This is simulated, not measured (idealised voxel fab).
A process module follows: voxel wiring stack.
Pictured: cross-section cut, 165 nm wide, on a grid of 5 nm square cells.
Cross-section = grid of square cells, listed top down in bands; band = one or more rows.
Read a band's entry like this: the first values are the height of its top and the height of its bottom in nm, and what follows is the sequence of materials from left to right, each with its width in nm. Note that "blank" is empty space, and that a single material marked "throughout" reaches across the band from edge to edge.
A quick word on heights: they are counted from 0, and under that level the wafer as it came to us is one material throughout. The lowest band is different from the rest in having no bottom; it simply continues downward, written as in "from 0 down".
Think of "30 to 40" as a width that walks from the first number to the second as you go down the band, top row to bottom row, taking equal-sized steps from row to row.
Where the words "left unchanged" appear for a step, the cross-section shows no cell changed by that step; every cell remained as before.
"Sealed void list" enumerates empty spaces isolated from the top, with no open way to it, that contain at least 8 cells, giving each as width x height at distance from the left edge, all three in nm.
On each step's line, the part that comes after the settings is the simulator's own comment on the step.
The setting "overlay nm" may be written on the line of a step. When the step uses a mask, the value reports how far to the right of the planned place the mask lay, and a negative value reports that it lay to the left.
## Steps planned for the process
1 RECEIVE, material Si
2 CONFORMAL_DEP, material SiO2, thk nm 10
3 DIRECTIONAL_DEP, material TiN, thk nm 5
4 DIRECTIONAL_DEP, material Ru, thk nm 25
5 DIRECTIONAL_DEP, material aC, thk nm 15
6 PATTERN, tone cover, mask id METAL_1, material resist, width nm 25, pitch nm 45, thk nm 35, overlay nm 0
7 DIRECTIONAL_ETCH, etch materials aC, depth nm 15
8 STRIP, etch materials resist
9 DIRECTIONAL_ETCH, etch materials Ru, depth nm 25
10 DIRECTIONAL_ETCH, etch materials TiN, depth nm 5
11 STRIP, etch materials aC
12 FILL_DEP, material SiO2, thk nm 5
13 CMP, height nm 40
14 CONFORMAL_DEP, material SiCN, thk nm 5
15 DIRECTIONAL_DEP, material SiO2, thk nm 15
16 DIRECTIONAL_DEP, material aC, thk nm 10
17 PATTERN, tone open, mask id PLUG_1, material resist, width nm 15, thk nm 30, overlay nm 0
18 DIRECTIONAL_ETCH, etch materials aC, depth nm 10
19 STRIP, etch materials resist
20 DIRECTIONAL_ETCH, etch materials SiO2, depth nm 15
21 DIRECTIONAL_ETCH, etch materials SiCN, depth nm 5
22 STRIP, etch materials aC
23 CONFORMAL_DEP, material TiN, thk nm 5
24 FILL_DEP, material W, thk nm 10
25 CMP, height nm 60
26 DIRECTIONAL_DEP, material TiN, thk nm 5
27 DIRECTIONAL_DEP, material W, thk nm 20
28 DIRECTIONAL_DEP, material aC, thk nm 10
29 PATTERN, tone cover, mask id METAL_2, material resist, width nm 25, pitch nm 45, thk nm 30, overlay nm 0
30 DIRECTIONAL_ETCH, etch materials aC, depth nm 10
31 STRIP, etch materials resist
32 DIRECTIONAL_ETCH, etch materials W, depth nm 20
33 DIRECTIONAL_ETCH, etch materials TiN, depth nm 5
34 STRIP, etch materials aC
35 CONFORMAL_DEP, material SiCN, thk nm 5
36 FILL_DEP, material SiO2, thk nm 5
37 CMP, height nm 85
38 CONFORMAL_DEP, material SiCN, thk nm 5
## Of two wafers, the first: run according to plan
## as received, after step 1
* from 0 down  Si throughout
* Sealed void list: none
## Cross-section of the wafer after step 2
* from 10 to 0  SiO2 throughout
* Under 0: no change, same as before.
## Cross-section of the wafer after step 3
* from 15 to 10  TiN throughout
* Under 10: no change, same as before.
## Cross-section of the wafer after step 4
* from 40 to 15  Ru throughout
* Under 15: no change, same as before.
## Cross-section of the wafer after step 5
* from 55 to 40  aC throughout
* Under 40: no change, same as before.
## Cross-section of the wafer after step 6
* from 90 to 55  45 blank  25 resist  20 blank  25 resist  50 blank
* Under 55: no change, same as before.
## Cross-section of the wafer after step 7
* from 75 to 55  45 blank  25 resist  20 blank  25 resist  50 blank
* from 55 to 40  45 blank  25 aC  20 blank  25 aC  50 blank
* Under 40: no change, same as before.
## Cross-section of the wafer after step 8
* from 55 to 40  45 blank  25 aC  20 blank  25 aC  50 blank
* Under 40: no change, same as before.
## Cross-section of the wafer after step 9
* from 55 to 40  45 blank  25 aC  20 blank  25 aC  50 blank
* from 40 to 15  45 blank  25 Ru  20 blank  25 Ru  50 blank
* Under 15: no change, same as before.
## Cross-section of the wafer after step 10
* from 55 to 40  45 blank  25 aC  20 blank  25 aC  50 blank
* from 40 to 15  45 blank  25 Ru  20 blank  25 Ru  50 blank
* from 15 to 10  45 blank  25 TiN  20 blank  25 TiN  50 blank
* Under 10: no change, same as before.
## Cross-section of the wafer after step 11
* from 40 to 15  45 blank  25 Ru  20 blank  25 Ru  50 blank
* Under 15: no change, same as before.
## Cross-section of the wafer after step 12
* from 45 to 40  SiO2 throughout
* from 40 to 15  45 SiO2  25 Ru  20 SiO2  25 Ru  50 SiO2
* from 15 to 10  45 SiO2  25 TiN  20 SiO2  25 TiN  50 SiO2
* Under 10: no change, same as before.
## Cross-section of the wafer after step 13
* from 40 to 15  45 SiO2  25 Ru  20 SiO2  25 Ru  50 SiO2
* Under 15: no change, same as before.
## Cross-section of the wafer after step 14
* from 45 to 40  SiCN throughout
* Under 40: no change, same as before.
## Cross-section of the wafer after step 15
* from 60 to 45  SiO2 throughout
* Under 45: no change, same as before.
## Cross-section of the wafer after step 16
* from 70 to 60  aC throughout
* Under 60: no change, same as before.
## Cross-section of the wafer after step 17
* from 100 to 70  45 resist  15 blank  105 resist
* Under 70: no change, same as before.
## Cross-section of the wafer after step 18
* from 90 to 70  45 resist  15 blank  105 resist
* from 70 to 60  45 aC  15 blank  105 aC
* Under 60: no change, same as before.
## Cross-section of the wafer after step 19
* from 70 to 60  45 aC  15 blank  105 aC
* Under 60: no change, same as before.
## Cross-section of the wafer after step 20
* from 70 to 60  45 aC  15 blank  105 aC
* from 60 to 45  45 SiO2  15 blank  105 SiO2
* Under 45: no change, same as before.
## Cross-section of the wafer after step 21
* from 70 to 60  45 aC  15 blank  105 aC
* from 60 to 45  45 SiO2  15 blank  105 SiO2
* from 45 to 40  45 SiCN  15 blank  105 SiCN
* Under 40: no change, same as before.
## Cross-section of the wafer after step 22
* from 60 to 45  45 SiO2  15 blank  105 SiO2
* Under 45: no change, same as before.
## Cross-section of the wafer after step 23
* from 65 to 60  50 TiN  5 blank  110 TiN
* from 60 to 45  45 SiO2  5 TiN  5 blank  5 TiN  105 SiO2
* from 45 to 40  45 SiCN  15 TiN  105 SiCN
* Under 40: no change, same as before.
## Cross-section of the wafer after step 24
* from 75 to 65  W throughout
* from 65 to 60  50 TiN  5 W  110 TiN
* from 60 to 45  45 SiO2  5 TiN  5 W  5 TiN  105 SiO2
* Under 45: no change, same as before.
## Cross-section of the wafer after step 25
* from 60 to 45  45 SiO2  5 TiN  5 W  5 TiN  105 SiO2
* Under 45: no change, same as before.
## Cross-section of the wafer after step 26
* from 65 to 60  TiN throughout
* Under 60: no change, same as before.
## Cross-section of the wafer after step 27
* from 85 to 65  W throughout
* Under 65: no change, same as before.
## Cross-section of the wafer after step 28
* from 95 to 85  aC throughout
* Under 85: no change, same as before.
## Cross-section of the wafer after step 29
* from 125 to 95  45 blank  25 resist  20 blank  25 resist  50 blank
* Under 95: no change, same as before.
## Cross-section of the wafer after step 30
* from 115 to 95  45 blank  25 resist  20 blank  25 resist  50 blank
* from 95 to 85  45 blank  25 aC  20 blank  25 aC  50 blank
* Under 85: no change, same as before.
## Cross-section of the wafer after step 31
* from 95 to 85  45 blank  25 aC  20 blank  25 aC  50 blank
* Under 85: no change, same as before.
## Cross-section of the wafer after step 32
* from 95 to 85  45 blank  25 aC  20 blank  25 aC  50 blank
* from 85 to 65  45 blank  25 W  20 blank  25 W  50 blank
* Under 65: no change, same as before.
## Cross-section of the wafer after step 33
* from 95 to 85  45 blank  25 aC  20 blank  25 aC  50 blank
* from 85 to 65  45 blank  25 W  20 blank  25 W  50 blank
* from 65 to 60  45 blank  25 TiN  20 blank  25 TiN  50 blank
* Under 60: no change, same as before.
## Cross-section of the wafer after step 34
* from 85 to 65  45 blank  25 W  20 blank  25 W  50 blank
* Under 65: no change, same as before.
## Cross-section of the wafer after step 35
* from 90 to 85  40 blank  35 SiCN  10 blank  35 SiCN  45 blank
* from 85 to 65  40 blank  5 SiCN  25 W  5 SiCN  10 blank  5 SiCN  25 W  5 SiCN  45 blank
* from 65 to 60  45 SiCN  25 TiN  20 SiCN  25 TiN  50 SiCN
* Under 60: no change, same as before.
## Cross-section of the wafer after step 36
* from 95 to 90  SiO2 throughout
* from 90 to 85  40 SiO2  35 SiCN  10 SiO2  35 SiCN  45 SiO2
* from 85 to 65  40 SiO2  5 SiCN  25 W  5 SiCN  10 SiO2  5 SiCN  25 W  5 SiCN  45 SiO2
* Under 65: no change, same as before.
## Cross-section of the wafer after step 37
* from 85 to 65  40 SiO2  5 SiCN  25 W  5 SiCN  10 SiO2  5 SiCN  25 W  5 SiCN  45 SiO2
* Under 65: no change, same as before.
## Cross-section of the wafer after step 38
* from 90 to 85  SiCN throughout
* Under 85: no change, same as before.
## What follows concerns the second wafer, which started out like the first and was meant to follow the very same plan; one mistake crept in when it was run, but everything up to and including step 28 is the same as for the first wafer
## Second wafer, section view, time point: scheduled end of step 29
* from 125 to 95  45 resist  25 blank  20 resist  25 blank  50 resist
* Under 95: no change, same as before.
## Second wafer, section view, time point: scheduled end of step 30
* from 115 to 95  45 resist  25 blank  20 resist  25 blank  50 resist
* from 95 to 85  45 aC  25 blank  20 aC  25 blank  50 aC
* Under 85: no change, same as before.
## Second wafer, section view, time point: scheduled end of step 31
* from 95 to 85  45 aC  25 blank  20 aC  25 blank  50 aC
* Under 85: no change, same as before.
## Second wafer, section view, time point: scheduled end of step 32
* from 95 to 85  45 aC  25 blank  20 aC  25 blank  50 aC
* from 85 to 65  45 W  25 blank  20 W  25 blank  50 W
* Under 65: no change, same as before.
## Second wafer, section view, time point: scheduled end of step 33
* from 95 to 85  45 aC  25 blank  20 aC  25 blank  50 aC
* from 85 to 65  45 W  25 blank  20 W  25 blank  50 W
* from 65 to 60  45 TiN  25 blank  20 TiN  25 blank  50 TiN
* Under 60: no change, same as before.
## Second wafer, section view, time point: scheduled end of step 34
* from 85 to 65  45 W  25 blank  20 W  25 blank  50 W
* Under 65: no change, same as before.
## Second wafer, section view, time point: scheduled end of step 35
* from 90 to 85  50 SiCN  15 blank  30 SiCN  15 blank  55 SiCN
* from 85 to 65  45 W  5 SiCN  15 blank  5 SiCN  20 W  5 SiCN  15 blank  5 SiCN  50 W
* from 65 to 60  45 TiN  25 SiCN  20 TiN  25 SiCN  50 TiN
* Under 60: no change, same as before.
## Second wafer, section view, time point: scheduled end of step 36
* from 95 to 90  SiO2 throughout
* from 90 to 85  50 SiCN  15 SiO2  30 SiCN  15 SiO2  55 SiCN
* from 85 to 65  45 W  5 SiCN  15 SiO2  5 SiCN  20 W  5 SiCN  15 SiO2  5 SiCN  50 W
* Under 65: no change, same as before.
## Second wafer, section view, time point: scheduled end of step 37
* from 85 to 65  45 W  5 SiCN  15 SiO2  5 SiCN  20 W  5 SiCN  15 SiO2  5 SiCN  50 W
* Under 65: no change, same as before.
## Second wafer, section view, time point: scheduled end of step 38
* from 90 to 85  SiCN throughout
* Under 85: no change, same as before.
Which mistake was made when the wafer was run? step 29 ran differently from the plan; actual operation with settings: PATTERN, tone open, mask id METAL_2, material resist, width nm 25, pitch nm 45, thk nm 30, overlay nm 0
Wrapping up, a cell-based count of both wafers puts the second over or under the first for these materials: SiCN -13 | SiO2 -52 | TiN +13 | W +52
